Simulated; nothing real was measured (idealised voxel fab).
Presented below is a process module, voxel ribs on slabs.
The figure presents cross-section cut, which has a width of 245 nm and is divided into square cells with an edge length of 5 nm.
In what follows, cross-sections appear as grids of square cells, described through bands that run from the top down, where every band is one or more rows of cells.
First you get the band's top height and its bottom height, in nm, and then the materials it's made of, left to right, with each width in nm. If you see a single material with "all across", that one covers the band edge to edge. "empty" is empty space.
Heights from 0 (as-received wafer is one material below). Bottom band endless downward, as "0..down".
Note: "30 to 40" means the width goes from the first number (top row of the band) to the second number (bottom row) in equal steps per row of cells.
You'll sometimes find "no change" written for a step, and that's the way of saying that nowhere in the cross-section did a cell change during that step.
Empty spaces counting at least 8 cells and having no open way to the top are listed in "Closed void list". The notation width x height at distance is used for each, the distance being from the left edge and all three values in nm.
Anything after a step's settings on that line? It's the simulator's own note about the step.
"overlay nm" answers the question of how far to the right of plan the mask lay on a step that has a mask, and when it is negative the answer is to the left.

So here's the lineup of process steps we planned
step 1: RECEIVE | material Si
step 2: DIRECTIONAL_DEP | material SiO2 | thk nm 20
step 3: DIRECTIONAL_DEP | material SiN | thk nm 20
step 4: MASKED_ETCH | tone cover | mask id RIB | width nm 15 | etch materials SiN | depth nm 10 | overlay nm 0
step 5: MASKED_ETCH | tone cover | mask id SLAB | width nm 45 | etch materials SiN | depth nm 10 | overlay nm 0
step 6: FILL_DEP | material SiO2 | thk nm 25
step 7: CMP | height nm 55
step 8: DIRECTIONAL_DEP | material W | thk nm 10
step 9: DIRECTIONAL_DEP | material aC | thk nm 15
step 10: PATTERN | tone cover | mask id HEATER | material resist | width nm 25 | thk nm 30 | overlay nm 0
step 11: DIRECTIONAL_ETCH | etch materials aC | depth nm 15
step 12: STRIP | etch materials resist
step 13: DIRECTIONAL_ETCH | etch materials W | depth nm 10
step 14: STRIP | etch materials aC
step 15: CONFORMAL_DEP | material SiO2 | thk nm 5

First wafer, two in total, run as planned

Here's what the wafer looked like in cross-section when it arrived - that's after step 1
- 0..down = Si all across
- Closed void list: none

Step 2 complete: cross-section through the wafer
- 20..0 = SiO2 all across
- Under 0: no change, same as before.

Step 3 complete: cross-section through the wafer
- 40..20 = SiN all across
- Under 20: no change, same as before.

Step 4 complete: cross-section through the wafer
- 40..30 = empty 115 nm, SiN 15 nm, empty 115 nm
- Under 30: no change, same as before.

Step 5 complete: cross-section through the wafer
- 40..30 = empty 115 nm, SiN 15 nm, empty 115 nm
- 30..20 = empty 100 nm, SiN 45 nm, empty 100 nm
- Under 20: no change, same as before.

Step 6 complete: cross-section through the wafer
- 65..40 = SiO2 all across
- 40..30 = SiO2 115 nm, SiN 15 nm, SiO2 115 nm
- 30..20 = SiO2 100 nm, SiN 45 nm, SiO2 100 nm
- Under 20: no change, same as before.

Step 7 complete: cross-section through the wafer
- 55..40 = SiO2 all across
- Under 40: no change, same as before.

Step 8 complete: cross-section through the wafer
- 65..55 = W all across
- Under 55: no change, same as before.

Step 9 complete: cross-section through the wafer
- 80..65 = aC all across
- Under 65: no change, same as before.

Step 10 complete: cross-section through the wafer
- 110..80 = empty 110 nm, resist 25 nm, empty 110 nm
- Under 80: no change, same as before.

Step 11 complete: cross-section through the wafer
- 95..80 = empty 110 nm, resist 25 nm, empty 110 nm
- 80..65 = empty 110 nm, aC 25 nm, empty 110 nm
- Under 65: no change, same as before.

Step 12 complete: cross-section through the wafer
- 80..65 = empty 110 nm, aC 25 nm, empty 110 nm
- Under 65: no change, same as before.

Step 13 complete: cross-section through the wafer
- 80..65 = empty 110 nm, aC 25 nm, empty 110 nm
- 65..55 = empty 110 nm, W 25 nm, empty 110 nm
- Under 55: no change, same as before.

Step 14 complete: cross-section through the wafer
- 65..55 = empty 110 nm, W 25 nm, empty 110 nm
- Under 55: no change, same as before.

Step 15 complete: cross-section through the wafer
- 70..65 = empty 105 nm, SiO2 35 nm, empty 105 nm
- 65..60 = empty 105 nm, SiO2 5 nm, W 25 nm, SiO2 5 nm, empty 105 nm
- 60..55 = SiO2 110 nm, W 25 nm, SiO2 110 nm
- Under 55: no change, same as before.

The second wafer began exactly as the first did and followed the same plan, but one mistake was made while running it; through step 14 inclusive, the two wafers are identical

Second wafer profile in section, at the moment step 15 of the plan was meant to be complete: no change
Deviation noted in wafer processing: step 15 of the plan never got run, it was skipped over
FYI, end of process, the second wafer has more or fewer cells of some materials than the first: SiO2: 53 fewer
